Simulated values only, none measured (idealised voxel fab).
process module | voxel transistor to metal
cross-section cut | 275 nm wide | cells 5 nm
A cross-section is a grid of square cells, given in bands from the top down. A band is one or more rows of cells.
Each band's line starts with the height of the band's top and of its bottom, in nm. Then come its materials from left to right, each with its width in nm. One material with "throughout" fills the band from edge to edge. "air" is empty space.
Height 0 is the level under which the wafer as received is all one material. The lowest band goes on downwards, as in "0 down".
A width such as "30 to 40" changes by the same amount from each row of cells to the next, from the band's top row to its bottom row.
"no change" after a step means that no cell of the cross-section changed.
closed voids: empty space of 8 cells or more with no open way to the top, each as width x height at its distance from the left edge, in nm
after a step's settings: what the simulator itself notes on the step
overlay nm, on a step with a mask: how far to the right of its planned place the mask lay; to the left if negative
plan
1 op RECEIVE | material Si
2 op CONFORMAL_DEP | material SiO2 | thk nm 5
3 op CONFORMAL_DEP | material SiN | thk nm 10
4 op DIRECTIONAL_DEP | material aC | thk nm 15
5 op PATTERN | tone cover | mask id ACTIVE | material resist | width nm 85 | pitch nm 110 | thk nm 35 | overlay nm 0
6 op DIRECTIONAL_ETCH | etch materials aC | depth nm 15
7 op STRIP | etch materials resist
8 op DIRECTIONAL_ETCH | etch materials SiN | depth nm 10
9 op DIRECTIONAL_ETCH | etch materials SiO2 | depth nm 5
10 op DIRECTIONAL_ETCH | etch materials Si | depth nm 25
11 op STRIP | etch materials aC
12 op FILL_DEP | material SiO2 | thk nm 5
13 op CMP | height nm 15
14 op SELECTIVE_ETCH | etch materials SiO2 | depth nm 5
15 op STRIP | etch materials SiN
16 op SELECTIVE_ETCH | etch materials SiO2 | depth nm 5
17 op OXIDIZE | depth nm 5
18 op DIRECTIONAL_DEP | material polySi | thk nm 30
19 op DIRECTIONAL_DEP | material SiCN | thk nm 10
20 op MASKED_ETCH | tone cover | mask id GATE | width nm 15 | pitch nm 110 | etch materials SiCN | depth nm 20 | overlay nm 0
21 op MASKED_ETCH | tone cover | mask id GATE | width nm 15 | pitch nm 110 | etch materials polySi | depth nm 40 | overlay nm 0
22 op CONFORMAL_DEP | material SiN | thk nm 10
23 op DIRECTIONAL_ETCH | etch materials SiN | depth nm 10
24 op DIRECTIONAL_ETCH | etch materials SiO2 | depth nm 5
25 op DIRECTIONAL_ETCH | etch materials Si | depth nm 15
26 op EPI | material nSi | thk nm 20
27 op FILL_DEP | material SiO2 | thk nm 10
28 op CMP | height nm 40
29 op DIRECTIONAL_DEP | material SiO2 | thk nm 15
30 op PATTERN | tone open | mask id CONTACT | material resist | width nm 25 | thk nm 20 | overlay nm 0
31 op DIRECTIONAL_ETCH | etch materials SiO2 | depth nm 40
32 op STRIP | etch materials resist
33 op CONFORMAL_DEP | material TiN | thk nm 5
34 op FILL_DEP | material W | thk nm 5
35 op CMP | height nm 55
36 op DIRECTIONAL_DEP | material TiN | thk nm 5
37 op DIRECTIONAL_DEP | material Ru | thk nm 25
38 op MASKED_ETCH | tone cover | mask id METAL_1 | width nm 15 | etch materials Ru | depth nm 25 | overlay nm 0
39 op MASKED_ETCH | tone cover | mask id METAL_1 | width nm 15 | etch materials TiN | depth nm 5 | overlay nm 0
40 op CONFORMAL_DEP | material SiCN | thk nm 5
41 op FILL_DEP | material SiO2 | thk nm 5
42 op CMP | height nm 85
43 op CONFORMAL_DEP | material SiCN | thk nm 5
44 op DIRECTIONAL_DEP | material SiO2 | thk nm 30
45 op DIRECTIONAL_DEP | material aC | thk nm 15
46 op PATTERN | tone open | mask id METAL_2 | material resist | width nm 15 | pitch nm 110 | thk nm 30 | overlay nm 0
47 op DIRECTIONAL_ETCH | etch materials aC | depth nm 15
48 op STRIP | etch materials resist
49 op DIRECTIONAL_ETCH | etch materials SiO2 | depth nm 15
50 op STRIP | etch materials aC
51 op DIRECTIONAL_DEP | material aC | thk nm 15
52 op PATTERN | tone open | mask id METAL_2_HOLES | material resist | width nm 15 | pitch nm 110 | thk nm 35 | overlay nm 0
53 op DIRECTIONAL_ETCH | etch materials aC | depth nm 15
54 op STRIP | etch materials resist
55 op DIRECTIONAL_ETCH | etch materials SiO2 | depth nm 15
56 op DIRECTIONAL_ETCH | etch materials SiCN | depth nm 5
57 op STRIP | etch materials aC
58 op CONFORMAL_DEP | material TiN | thk nm 5
59 op FILL_DEP | material Ru | thk nm 5
60 op CMP | height nm 120
61 op CONFORMAL_DEP | material SiCN | thk nm 5
as received, after step 1
  0 down: Si throughout
  closed voids: none
a wafer at the end: this start, this plan, one mistake
  125 to 120: SiCN throughout
  120 to 90: SiO2 45 | aC 5 | Ru 5 | aC 5 | SiO2 95 | aC 5 | Ru 5 | aC 5 | SiO2 105
  90 to 85: SiCN 45 | aC 15 | SiCN 95 | aC 15 | SiCN 105
  85 to 60: SiO2 40 | SiCN 5 | Ru 15 | SiCN 5 | SiO2 35 | SiCN 5 | Ru 15 | SiCN 5 | SiO2 25 | SiCN 5 | Ru 15 | SiCN 5 | SiO2 35 | SiCN 5 | Ru 15 | SiCN 5 | SiO2 40
  60 to 55: SiCN 45 | TiN 15 | SiCN 45 | TiN 15 | SiCN 35 | TiN 15 | SiCN 45 | TiN 15 | SiCN 45
  55 to 45: SiO2 45 | TiN 5 | W 15 | TiN 5 | SiO2 25 | TiN 5 | W 15 | TiN 5 | SiO2 35 | TiN 5 | W 15 | TiN 5 | SiO2 25 | TiN 5 | W 15 | TiN 5 | SiO2 45
  45 to 40: SiO2 45 | TiN 5 | W 10 | TiN 10 | SiO2 25 | TiN 10 | W 10 | TiN 5 | SiO2 35 | TiN 5 | W 10 | TiN 10 | SiO2 25 | TiN 10 | W 10 | TiN 5 | SiO2 45
  40 to 30: SiO2 45 | TiN 5 | W 10 | TiN 5 | SiN 10 | SiCN 15 | SiN 10 | TiN 5 | W 10 | TiN 5 | SiO2 35 | TiN 5 | W 10 | TiN 5 | SiN 10 | SiCN 15 | SiN 10 | TiN 5 | W 10 | TiN 5 | SiO2 45
  30 to 20: SiO2 45 | TiN 5 | W 10 | TiN 5 | SiN 10 | polySi 15 | SiN 10 | TiN 5 | W 10 | TiN 5 | SiO2 35 | TiN 5 | W 10 | TiN 5 | SiN 10 | polySi 15 | SiN 10 | TiN 5 | W 10 | TiN 5 | SiO2 45
  20 to 15: SiO2 45 | TiN 20 | SiN 10 | polySi 15 | SiN 10 | TiN 20 | SiO2 35 | TiN 20 | SiN 10 | polySi 15 | SiN 10 | TiN 20 | SiO2 45
  15 to 5: SiO2 35 | nSi 30 | SiN 10 | polySi 15 | SiN 10 | nSi 30 | SiO2 15 | nSi 30 | SiN 10 | polySi 15 | SiN 10 | nSi 30 | SiO2 35
  5 to 0: SiO2 35 | SiN 10 | nSi 20 | SiN 10 | polySi 15 | SiN 10 | nSi 20 | SiN 10 | SiO2 15 | SiN 10 | nSi 20 | SiN 10 | polySi 15 | SiN 10 | nSi 20 | SiN 10 | SiO2 35
  0 to -5: SiO2 45 | nSi 20 | SiO2 35 | nSi 20 | SiO2 35 | nSi 20 | SiO2 35 | nSi 20 | SiO2 45
  -5 to -20: SiO2 40 | Si 5 | nSi 20 | Si 35 | nSi 20 | Si 5 | SiO2 25 | Si 5 | nSi 20 | Si 35 | nSi 20 | Si 5 | SiO2 40
  -20 to -25: SiO2 40 | Si 85 | SiO2 25 | Si 85 | SiO2 40
  -25 down: Si throughout
  closed voids: none
what went wrong: step 58 ran as: op CONFORMAL_DEP | material aC | thk nm 5
